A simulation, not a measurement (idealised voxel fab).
process module | voxel gate over fins
Cross-sectional view cut (width: 250 nm; square cell size: 5 nm).
Cross-section layout: square cells on a grid; listed as bands, top to bottom; a band spans one or more cell rows. Read a band's entry like this: the first values are the height of its top and the height of its bottom in nm, and what follows is the sequence of materials from left to right, each with its width in nm. Note that "empty" is empty space, and that a single material marked "everywhere" reaches across the band from edge to edge. Where do heights start? At 0: under that level the wafer as delivered is made of one material only. And the lowest band has no floor; it just carries on downward, as in "0 and below". The two numbers in a width such as "30->40" mark its ends across the band: the first belongs to the top row of cells, the second to the bottom row, and from each row to the next the width moves by the same amount. A step reported as "all unchanged" is a step in which no cell of the cross-section changed. Voids not open to the top, 8 cells minimum: see "Enclosed voids". Written width x height at distance; distance is from the left edge; nm. On each step's line, the part that comes after the settings is the simulator's own comment on the step. Regarding "overlay nm": on a step with a mask, it is the distance the mask lay to the right of its planned place; a negative value places it to the left.
Planned step list for the process
- 1: RECEIVE (material Si)
- 2: CONFORMAL_DEP (material SiN; thk nm 5)
- 3: MASKED_ETCH (tone cover; mask id FINS; width nm 15; pitch nm 35; etch materials SiN; depth nm 5; overlay nm 0)
- 4: MASKED_ETCH (tone cover; mask id FINS; width nm 15; pitch nm 35; etch materials Si; depth nm 40; overlay nm 0)
- 5: FILL_DEP (material SiO2; thk nm 15)
- 6: CMP (height nm 5)
- 7: SELECTIVE_ETCH (etch materials SiO2; depth nm 15)
- 8: STRIP (etch materials SiN)
- 9: CONFORMAL_DEP (material HfO2; thk nm 5)
- 10: CONFORMAL_DEP (material TiN; thk nm 5)
- 11: FILL_DEP (material W; thk nm 10)
- 12: CMP (height nm 15)
- 13: CONFORMAL_DEP (material SiN; thk nm 5)
Wafer as received: cross-section following step 1
  0 and below  Si everywhere
  Enclosed voids: none
Figure: cross-sectional view of the wafer upon completion of the module, processed from the initial state and according to the plan depicted above, with one error introduced during execution
  20 down to 15  SiN everywhere
  15 down to 10  TiN everywhere
  10 down to 5  HfO2 everywhere
  5 down to 0  TiN everywhere
  0 and below  Si everywhere
  Enclosed voids: none
What went wrong in running the wafer? step 2 deviated from plan and actually ran as CONFORMAL_DEP (material TiN; thk nm 5)
